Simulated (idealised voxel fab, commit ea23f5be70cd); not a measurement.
A process module follows: voxel ribs on slabs.
For reference, the cross-section in this document is cut, with width 180 nm and square cells of 5 nm.
We lay out every cross-section as a grid of square cells and spell it out in bands from the top down, where one band means one or more rows of cells. Look at the band entry: it leads with the top's height and the bottom's height in nm. Then it lists the materials left to right, with a width in nm for each. The word "all across" on a single material says that material fills the band edge to edge. The word "air" is empty space. Ref level 0: as-received wafer is one material below here. Bottom band extends down with no lower bound ("0 down"). So if you see something like "30 to 40" for the width, read it as the top row of the band sitting at the first number and the bottom row at the second, with every row in between moving by the same amount as the last. The cross-section has no changed cell in any step marked "no modification". Look at "Fully enclosed voids" for the closed voids: empty spaces with no open path to the top, sized 8 cells or up. Each is width x height at distance, distance from the left edge, all nm. What comes after the settings on a step's line is commentary from the simulator itself on that step. Steps that use a mask can have "overlay nm" on their line. It says how far the mask sat to the right of where it was meant to be. Negative means to the left.

Steps in the process plan:
step 1: RECEIVE, material Si
step 2: DIRECTIONAL_DEP, material SiO2, thk nm 25
step 3: DIRECTIONAL_DEP, material polySi, thk nm 15
step 4: DIRECTIONAL_DEP, material aC, thk nm 10
step 5: PATTERN, tone cover, mask id RIB, material resist, width nm 20, thk nm 30, overlay nm 0
step 6: DIRECTIONAL_ETCH, etch materials aC, depth nm 10
step 7: STRIP, etch materials resist
step 8: DIRECTIONAL_ETCH, etch materials polySi, depth nm 10
step 9: STRIP, etch materials aC
step 10: PATTERN, tone cover, mask id SLAB, material resist, width nm 70, thk nm 15, overlay nm 0
step 11: DIRECTIONAL_ETCH, etch materials polySi, depth nm 5
step 12: STRIP, etch materials resist
step 13: FILL_DEP, material SiO2, thk nm 25
step 14: CMP, height nm 55
step 15: DIRECTIONAL_DEP, material TiN, thk nm 10
step 16: PATTERN, tone cover, mask id HEATER, material resist, width nm 30, thk nm 15, overlay nm 0
step 17: DIRECTIONAL_ETCH, etch materials TiN, depth nm 10
step 18: STRIP, etch materials resist
step 19: CONFORMAL_DEP, material SiN, thk nm 5

Received-state cross-section, reflecting completion of step 1:
- 0 down | Si all across
- Fully enclosed voids: none

This is how the wafer looks in cross-section once the module is done, given the starting state and plan above and one mistake in carrying the plan out:
- 70 to 65 | 80 SiN  20 air  80 SiN
- 65 to 60 | 75 TiN  5 SiN  20 air  5 SiN  75 TiN
- 60 to 55 | 75 TiN  30 SiN  75 TiN
- 55 to 40 | SiO2 all across
- 40 to 30 | 80 SiO2  20 polySi  80 SiO2
- 30 to 25 | 55 SiO2  70 polySi  55 SiO2
- 25 to 0 | SiO2 all across
- 0 down | Si all across
- Fully enclosed voids: none
Processing error: step 16 ran with different settings than intended, the actual operation and settings being PATTERN, tone open, mask id HEATER, material resist, width nm 30, thk nm 15, overlay nm 0
